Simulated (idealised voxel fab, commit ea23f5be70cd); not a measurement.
The process module that follows is named voxel tone inversion.
Square cell edge 5 nm, section width 170 nm, ID cut.
Cross-sections here: square-cell grids, written as top-down lists of bands, a band being one or more rows of cells.
For a band, the entry starts with two heights in nm, that of the top and then that of the bottom, and carries on with the band's materials in order from left to right, each alongside its width in nm; the word "throughout" beside a single material means it fills the band edge to edge, and "blank" means empty space.
The level at which height equals 0 is the one under which the wafer, as it arrives, is entirely one material. No lower edge exists for the bottom band, which continues downward and is notated as in "0 down".
Per-row width for "30..40": begins at first number (top row of band), ends at second number (bottom row), increment between rows held constant.
"no modifications" after a step means that no cell of the cross-section changed.
The entry titled "Cavities, closed" provides the empty spaces that have no open way to the top, restricted to those of 8 cells or more. Each is presented as width x height at distance, the distance being measured from the left edge, with all three in nm.
Text after the settings on a step's line: the simulator's own remark on that step.
overlay nm: how far to the right of its planned place the mask lay on this masked step (negative: to the left).

### Planned process steps
1,op RECEIVE | material Si
2,op CONFORMAL_DEP | material SiN | thk nm 10
3,op DIRECTIONAL_DEP | material polySi | thk nm 20
4,op PATTERN | tone cover | mask id POSTS | material resist | width nm 15 | pitch nm 45 | thk nm 25 | overlay nm 0
5,op DIRECTIONAL_ETCH | etch materials polySi | depth nm 20
6,op STRIP | etch materials resist
7,op FILL_DEP | material lowk | thk nm 10
8,op CMP | height nm 30
9,op STRIP | etch materials polySi
10,op CONFORMAL_DEP | material TiN | thk nm 5
11,op FILL_DEP | material Cu | thk nm 10
12,op CMP | height nm 20
13,op CONFORMAL_DEP | material SiCN | thk nm 5
For this document, wafers share an identical start and vary in the step 12 height nm; the plan quotes the first wafer's value.

### As-received state after step 1, first of several wafers, cross-section
- 0 down = Si throughout
- Cavities, closed: none

### Take a look at the first of several wafers in cross-section: the module is done, and step 13 was its last step
- 25 to 20 = SiCN throughout
- 20 to 15 = lowk 30 / TiN 5 / Cu 5 / TiN 5 / lowk 30 / TiN 5 / Cu 5 / TiN 5 / lowk 30 / TiN 5 / Cu 5 / TiN 5 / lowk 35
- 15 to 10 = lowk 30 / TiN 15 / lowk 30 / TiN 15 / lowk 30 / TiN 15 / lowk 35
- 10 to 0 = SiN throughout
- 0 down = Si throughout
- Cavities, closed: none

### End of module: cross-section, last of several wafers
- 50 to 45 = SiCN throughout
- 45 to 35 = Cu throughout
- 35 to 30 = TiN 35 / Cu 5 / TiN 40 / Cu 5 / TiN 40 / Cu 5 / TiN 40
- 30 to 15 = lowk 30 / TiN 5 / Cu 5 / TiN 5 / lowk 30 / TiN 5 / Cu 5 / TiN 5 / lowk 30 / TiN 5 / Cu 5 / TiN 5 / lowk 35
- 15 to 10 = lowk 30 / TiN 15 / lowk 30 / TiN 15 / lowk 30 / TiN 15 / lowk 35
- 10 to 0 = SiN throughout
- 0 down = Si throughout
- Cavities, closed: none

### wafer rows; end of module; cells per material since receipt: (+) gained, (-) lost; then closed voids
height nm 20 | +3 Cu | +34 SiCN | +68 SiN | +15 TiN | +50 lowk | Cavities, closed: none
height nm 25 | +6 Cu | +34 SiCN | +68 SiN | +21 TiN | +75 lowk | Cavities, closed: none
height nm 30 | +9 Cu | +34 SiCN | +68 SiN | +27 TiN | +100 lowk | Cavities, closed: none
height nm 35 | +12 Cu | +34 SiCN | +68 SiN | +58 TiN | +100 lowk | Cavities, closed: none
height nm 40 | +46 Cu | +34 SiCN | +68 SiN | +58 TiN | +100 lowk | Cavities, closed: none
height nm 45 | +80 Cu | +34 SiCN | +68 SiN | +58 TiN | +100 lowk | Cavities, closed: none
